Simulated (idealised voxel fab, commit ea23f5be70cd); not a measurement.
Herein follows the process module entitled voxel wiring stack.
Square cells of 5 nm make up the cross-section cut, whose width is 275 nm.
We lay out every cross-section as a grid of square cells and spell it out in bands from the top down, where one band means one or more rows of cells. Top, bottom (nm), then materials left to right with widths (nm); lone material tagged "edge to edge" fills the whole band edge to edge; "air" = empty space. Counting heights begins at 0, where everything beneath is, in the wafer as received, one material. The lowest band has no bottom; it goes on downwards, as "0 and below" shows. When a width is written as two numbers, as in "30 to 40", the first number is the width in the top row of cells of the band and the second is the width in its bottom row, and the width changes by the same amount from each row to the next. Where a step carries "no change", the cross-section came out of it unchanged, cell for cell. Empty spaces without an open route to the top, at least 8 cells in extent, make up the entry "Internal closed voids"; each is given as width x height at distance, where the distance is measured from the left edge, and all are in nm. after a step's settings: what the simulator itself notes on the step. The optional step-line setting "overlay nm" applies to steps with a mask and quantifies how far to the right of its planned location the mask lay, a negative value indicating leftward placement.

### Here's what the planned process steps look like
1) RECEIVE with material Si
2) CONFORMAL_DEP with material SiO2, thk nm 15
3) DIRECTIONAL_DEP with material TiN, thk nm 5
4) DIRECTIONAL_DEP with material Ru, thk nm 25
5) PATTERN with tone cover, mask id METAL_1, material resist, width nm 25, pitch nm 40, thk nm 20, overlay nm 0
6) DIRECTIONAL_ETCH with etch materials Ru, depth nm 25
7) DIRECTIONAL_ETCH with etch materials TiN, depth nm 5
8) STRIP with etch materials resist
9) FILL_DEP with material lowk, thk nm 10
10) CMP with height nm 45
11) CONFORMAL_DEP with material SiCN, thk nm 5
12) DIRECTIONAL_DEP with material SiO2, thk nm 30
13) DIRECTIONAL_DEP with material aC, thk nm 10
14) PATTERN with tone open, mask id METAL_2, material resist, width nm 25, pitch nm 40, thk nm 30, overlay nm 0
15) DIRECTIONAL_ETCH with etch materials aC, depth nm 10
16) STRIP with etch materials resist
17) DIRECTIONAL_ETCH with etch materials SiO2, depth nm 20
18) STRIP with etch materials aC
19) DIRECTIONAL_DEP with material aC, thk nm 15
20) PATTERN with tone open, mask id METAL_2_HOLES, material resist, width nm 15, pitch nm 80, thk nm 35, overlay nm 0
21) DIRECTIONAL_ETCH with etch materials aC, depth nm 15
22) STRIP with etch materials resist
23) DIRECTIONAL_ETCH with etch materials SiO2, depth nm 10
24) DIRECTIONAL_ETCH with etch materials SiCN, depth nm 5
25) STRIP with etch materials aC
26) CONFORMAL_DEP with material TiN, thk nm 5
27) FILL_DEP with material Cu, thk nm 10
28) CMP with height nm 80
29) CONFORMAL_DEP with material SiCN, thk nm 5
30) DIRECTIONAL_DEP with material SiO2, thk nm 30
31) PATTERN with tone open, mask id METAL_3, material resist, width nm 25, pitch nm 40, thk nm 15, overlay nm 0
32) DIRECTIONAL_ETCH with etch materials SiO2, depth nm 20
33) STRIP with etch materials resist
34) DIRECTIONAL_DEP with material aC, thk nm 10
35) PATTERN with tone open, mask id METAL_3_HOLES, material resist, width nm 15, pitch nm 80, thk nm 25, overlay nm 0
36) DIRECTIONAL_ETCH with etch materials aC, depth nm 10
37) STRIP with etch materials resist
38) DIRECTIONAL_ETCH with etch materials SiO2, depth nm 10
39) DIRECTIONAL_ETCH with etch materials SiCN, depth nm 5
40) STRIP with etch materials aC
41) CONFORMAL_DEP with material TiN, thk nm 5
42) FILL_DEP with material Ru, thk nm 5
43) CMP with height nm 115
44) CONFORMAL_DEP with material SiCN, thk nm 5
45) DIRECTIONAL_DEP with material SiO2, thk nm 30
46) PATTERN with tone open, mask id METAL_4_HOLES, material resist, width nm 15, pitch nm 40, thk nm 20, overlay nm 0
47) DIRECTIONAL_ETCH with etch materials SiO2, depth nm 30
48) STRIP with etch materials resist
49) PATTERN with tone open, mask id METAL_4, material resist, width nm 25, pitch nm 40, thk nm 20, overlay nm 0
50) DIRECTIONAL_ETCH with etch materials SiO2, depth nm 20
51) DIRECTIONAL_ETCH with etch materials SiCN, depth nm 5
52) STRIP with etch materials resist
53) CONFORMAL_DEP with material TiN, thk nm 5
54) FILL_DEP with material Cu, thk nm 5
55) CMP with height nm 150
56) CONFORMAL_DEP with material SiCN, thk nm 5

### Here's what the wafer looked like in cross-section when it arrived - that's after step 1
	0 and below = Si edge to edge
	Internal closed voids: none

### Here's the wafer cut in cross-section after the module, started and planned just like above, except one thing was done wrong in the run
	155 down to 150 = SiCN edge to edge
	150 down to 135 = 85 SiO2, 5 TiN, 15 Cu, 5 TiN, 15 SiO2, 5 TiN, 15 Cu, 5 TiN, 15 SiO2, 5 TiN, 15 Cu, 5 TiN, 85 SiO2
	135 down to 130 = 85 SiO2, 5 TiN, 5 Cu, 15 TiN, 15 SiO2, 5 TiN, 5 Cu, 15 TiN, 15 SiO2, 5 TiN, 5 Cu, 15 TiN, 85 SiO2
	130 down to 120 = 85 SiO2, 5 TiN, 5 Cu, 5 TiN, 25 SiO2, 5 TiN, 5 Cu, 5 TiN, 25 SiO2, 5 TiN, 5 Cu, 5 TiN, 95 SiO2
	120 down to 115 = 85 SiCN, 15 TiN, 25 SiCN, 15 TiN, 25 SiCN, 15 TiN, 95 SiCN
	115 down to 100 = 85 SiO2, 5 TiN, 15 Ru, 5 TiN, 15 SiO2, 5 TiN, 15 Ru, 5 TiN, 15 SiO2, 5 TiN, 15 Ru, 5 TiN, 85 SiO2
	100 down to 95 = 85 SiO2, 5 TiN, 5 Ru, 15 TiN, 15 SiO2, 25 TiN, 15 SiO2, 5 TiN, 5 Ru, 15 TiN, 85 SiO2
	95 down to 90 = 85 SiO2, 15 TiN, 65 SiO2, 15 TiN, 95 SiO2
	90 down to 85 = SiO2 edge to edge
	85 down to 80 = SiCN edge to edge
	80 down to 65 = 85 SiO2, 5 TiN, 15 Cu, 5 TiN, 15 SiO2, 5 TiN, 15 Cu, 5 TiN, 15 SiO2, 5 TiN, 15 Cu, 5 TiN, 85 SiO2
	65 down to 60 = 85 SiO2, 5 TiN, 5 Cu, 15 TiN, 15 SiO2, 25 TiN, 15 SiO2, 5 TiN, 5 Cu, 15 TiN, 85 SiO2
	60 down to 50 = 85 SiO2, 5 TiN, 5 Cu, 5 TiN, 65 SiO2, 5 TiN, 5 Cu, 5 TiN, 95 SiO2
	50 down to 45 = 85 SiCN, 15 TiN, 65 SiCN, 15 TiN, 95 SiCN
	45 down to 20 = 85 lowk, 25 Ru, 15 lowk, 25 Ru, 15 lowk, 25 Ru, 85 lowk
	20 down to 15 = 85 lowk, 25 TiN, 15 lowk, 25 TiN, 15 lowk, 25 TiN, 85 lowk
	15 down to 0 = SiO2 edge to edge
	0 and below = Si edge to edge
	Internal closed voids: none
In executing the process, a mistake was made relative to the plan: off-plan run, step 38, actual operation and settings DIRECTIONAL_ETCH with etch materials SiO2, depth nm 5
